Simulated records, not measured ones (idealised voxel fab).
process module | voxel self aligned vias
cross-section cut | 300 nm wide | cells 5 nm
A cross-section is a grid of square cells, given in bands from the top down. A band is one or more rows of cells.
Each band's line starts with the height of the band's top and of its bottom, in nm. Then come its materials from left to right, each with its width in nm. One material with "throughout" fills the band from edge to edge. "air" is empty space.
Height 0 is the level under which the wafer as received is all one material. The lowest band goes on downwards, as in "0 down".
A width such as "30 to 40" changes by the same amount from each row of cells to the next, from the band's top row to its bottom row.
"no change" after a step means that no cell of the cross-section changed.
closed voids: empty space of 8 cells or more with no open way to the top, each as width x height at its distance from the left edge, in nm
after a step's settings: what the simulator itself notes on the step
overlay nm, on a step with a mask: how far to the right of its planned place the mask lay; to the left if negative
plan
1 op RECEIVE | material Si
2 op CONFORMAL_DEP | material SiO2 | thk nm 10
3 op CONFORMAL_DEP | material SiCN | thk nm 5
4 op DIRECTIONAL_DEP | material lowk | thk nm 20
5 op DIRECTIONAL_DEP | material aC | thk nm 15
6 op PATTERN | tone open | mask id LINES | material resist | width nm 25 | pitch nm 50 | thk nm 35 | overlay nm 0
7 op DIRECTIONAL_ETCH | etch materials aC | depth nm 15
8 op STRIP | etch materials resist
9 op DIRECTIONAL_ETCH | etch materials lowk | depth nm 20
10 op STRIP | etch materials aC
11 op CONFORMAL_DEP | material TiN | thk nm 5
12 op FILL_DEP | material W | thk nm 5
13 op CMP | height nm 35
14 op SELECTIVE_ETCH | etch materials W Ru TiN | depth nm 5
15 op FILL_DEP | material SiN | thk nm 5
16 op CMP | height nm 35
17 op DIRECTIONAL_DEP | material lowk | thk nm 15
18 op DIRECTIONAL_DEP | material aC | thk nm 10
19 op PATTERN | tone open | mask id VIAS | material resist | width nm 35 | thk nm 30 | overlay nm 0
20 op DIRECTIONAL_ETCH | etch materials aC | depth nm 10
21 op STRIP | etch materials resist
22 op DIRECTIONAL_ETCH | etch materials lowk | depth nm 15
23 op DIRECTIONAL_ETCH | etch materials SiN | depth nm 5
24 op STRIP | etch materials aC
25 op CONFORMAL_DEP | material TiN | thk nm 5
26 op FILL_DEP | material Cu | thk nm 5
27 op CMP | height nm 50
28 op CONFORMAL_DEP | material SiN | thk nm 5
as received, after step 1
  0 down: Si throughout
  closed voids: none
first wafer at the end, as planned
  55 to 50: SiN throughout
  50 to 40: lowk 105 | TiN 5 | Cu 25 | TiN 5 | lowk 160
  40 to 35: lowk 105 | TiN 10 | Cu 15 | TiN 10 | lowk 160
  35 to 30: lowk 110 | TiN 25 | lowk 25 | SiN 25 | lowk 115
  30 to 20: lowk 110 | TiN 5 | W 15 | TiN 5 | lowk 25 | TiN 5 | W 15 | TiN 5 | lowk 115
  20 to 15: lowk 110 | TiN 25 | lowk 25 | TiN 25 | lowk 115
  15 to 10: SiCN throughout
  10 to 0: SiO2 throughout
  0 down: Si throughout
  closed voids: none
second wafer at the end: like start, like plan, one mistake
  55 to 50: SiN throughout
  50 to 40: lowk 105 | TiN 5 | Cu 25 | TiN 5 | lowk 160
  40 to 35: lowk 105 | TiN 15 | Cu 5 | TiN 15 | lowk 160
  35 to 30: lowk 115 | TiN 15 | lowk 35 | SiN 15 | lowk 120
  30 to 20: lowk 115 | TiN 5 | W 5 | TiN 5 | lowk 35 | TiN 5 | W 5 | TiN 5 | lowk 120
  20 to 15: lowk 115 | TiN 15 | lowk 35 | TiN 15 | lowk 120
  15 to 10: SiCN throughout
  10 to 0: SiO2 throughout
  0 down: Si throughout
  closed voids: none
what went wrong: step 6 ran as: op PATTERN | tone open | mask id LINES | material resist | width nm 15 | pitch nm 50 | thk nm 35 | overlay nm 0
at the end the second wafer has, in cells: 2 fewer of Cu | 2 fewer of SiN | 4 fewer of TiN | 8 fewer of W | 16 more of lowk
